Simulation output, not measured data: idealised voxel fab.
process module | voxel self aligned contacts
cross-section cut | 225 nm wide | cells 5 nm
A cross-section is a grid of square cells, given in bands from the top down. A band is one or more rows of cells.
Each band's line starts with the height of the band's top and of its bottom, in nm. Then come its materials from left to right, each with its width in nm. One material with "throughout" fills the band from edge to edge. "air" is empty space.
Height 0 is the level under which the wafer as received is all one material. The lowest band goes on downwards, as in "0 down".
A width such as "30 to 40" changes by the same amount from each row of cells to the next, from the band's top row to its bottom row.
"no change" after a step means that no cell of the cross-section changed.
closed voids: empty space of 8 cells or more with no open way to the top, each as width x height at its distance from the left edge, in nm
after a step's settings: what the simulator itself notes on the step
overlay nm, on a step with a mask: how far to the right of its planned place the mask lay; to the left if negative
plan
1 op RECEIVE | material Si
2 op OXIDIZE | depth nm 5
3 op DIRECTIONAL_DEP | material polySi | thk nm 30
4 op DIRECTIONAL_DEP | material SiN | thk nm 25
5 op MASKED_ETCH | tone cover | mask id GATE | width nm 30 | pitch nm 75 | etch materials SiN | depth nm 25 | overlay nm 0
6 op MASKED_ETCH | tone cover | mask id GATE | width nm 30 | pitch nm 75 | etch materials polySi | depth nm 30 | overlay nm 0
7 op CONFORMAL_DEP | material SiN | thk nm 10
8 op DIRECTIONAL_ETCH | etch materials SiN | depth nm 10
9 op FILL_DEP | material SiO2 | thk nm 10
10 op CMP | height nm 60
11 op PATTERN | tone open | mask id CONTACT | material resist | width nm 55 | pitch nm 75 | thk nm 15 | overlay nm 0
12 op DIRECTIONAL_ETCH | etch materials SiO2 | depth nm 65
13 op STRIP | etch materials resist
14 op CONFORMAL_DEP | material TiN | thk nm 5
15 op FILL_DEP | material Ru | thk nm 5
16 op CMP | height nm 60
17 op CONFORMAL_DEP | material SiCN | thk nm 5
as received, after step 1
  0 down: Si throughout
  closed voids: none
a wafer at the end: this start, this plan, one mistake
  65 to 60: SiCN throughout
  60 to 55: SiO2 50 | TiN 15 | Ru 15 | TiN 25 | SiO2 20 | TiN 15 | Ru 15 | TiN 25 | SiO2 45
  55 to 30: SiO2 10 | SiN 50 | TiN 5 | Ru 15 | TiN 5 | SiN 50 | TiN 5 | Ru 15 | TiN 5 | SiN 50 | SiO2 15
  30 to 0: SiO2 10 | SiN 10 | polySi 30 | SiN 10 | TiN 5 | Ru 15 | TiN 5 | SiN 10 | polySi 30 | SiN 10 | TiN 5 | Ru 15 | TiN 5 | SiN 10 | polySi 30 | SiN 10 | SiO2 15
  0 to -5: SiO2 60 | TiN 25 | SiO2 50 | TiN 25 | SiO2 65
  -5 down: Si throughout
  closed voids: none
what went wrong: step 11 ran as: op PATTERN | tone open | mask id CONTACT | material resist | width nm 55 | pitch nm 75 | thk nm 15 | overlay nm 5
